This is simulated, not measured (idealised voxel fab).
process module | voxel ribs on slabs
cross-section cut | 185 nm wide | cells 5 nm
A cross-section is a grid of square cells, given in bands from the top down. A band is one or more rows of cells.
Each band's line starts with the height of the band's top and of its bottom, in nm. Then come its materials from left to right, each with its width in nm. One material with "throughout" fills the band from edge to edge. "air" is empty space.
Height 0 is the level under which the wafer as received is all one material. The lowest band goes on downwards, as in "0 down".
A width such as "30 to 40" changes by the same amount from each row of cells to the next, from the band's top row to its bottom row.
"no change" after a step means that no cell of the cross-section changed.
closed voids: empty space of 8 cells or more with no open way to the top, each as width x height at its distance from the left edge, in nm
after a step's settings: what the simulator itself notes on the step
overlay nm, on a step with a mask: how far to the right of its planned place the mask lay; to the left if negative
plan
1 op RECEIVE | material Si
2 op DIRECTIONAL_DEP | material SiO2 | thk nm 25
3 op DIRECTIONAL_DEP | material SiN | thk nm 15
4 op PATTERN | tone cover | mask id RIB | material resist | width nm 30 | thk nm 15 | overlay nm 0
5 op DIRECTIONAL_ETCH | etch materials SiN | depth nm 5
6 op STRIP | etch materials resist
7 op DIRECTIONAL_DEP | material aC | thk nm 10
8 op PATTERN | tone cover | mask id SLAB | material resist | width nm 60 | thk nm 25 | overlay nm 0
9 op DIRECTIONAL_ETCH | etch materials aC | depth nm 10
10 op STRIP | etch materials resist
11 op DIRECTIONAL_ETCH | etch materials SiN | depth nm 10
12 op STRIP | etch materials aC
13 op FILL_DEP | material SiO2 | thk nm 25
14 op CMP | height nm 60
15 op DIRECTIONAL_DEP | material W | thk nm 5
16 op PATTERN | tone cover | mask id HEATER | material resist | width nm 40 | thk nm 15 | overlay nm 0
17 op DIRECTIONAL_ETCH | etch materials W | depth nm 5
18 op STRIP | etch materials resist
19 op CONFORMAL_DEP | material SiN | thk nm 10
as received, after step 1
  0 down: Si throughout
  closed voids: none
a wafer at the end: this start, this plan, one mistake
  80 to 75: air 55 | SiN 70 | air 60
  75 to 65: SiN throughout
  65 to 60: SiN 70 | W 40 | SiN 75
  60 to 40: SiO2 throughout
  40 to 35: SiO2 75 | SiN 30 | SiO2 80
  35 to 25: SiO2 60 | SiN 60 | SiO2 65
  25 to 0: SiO2 throughout
  0 down: Si throughout
  closed voids: none
what went wrong: step 19 ran as: op CONFORMAL_DEP | material SiN | thk nm 15
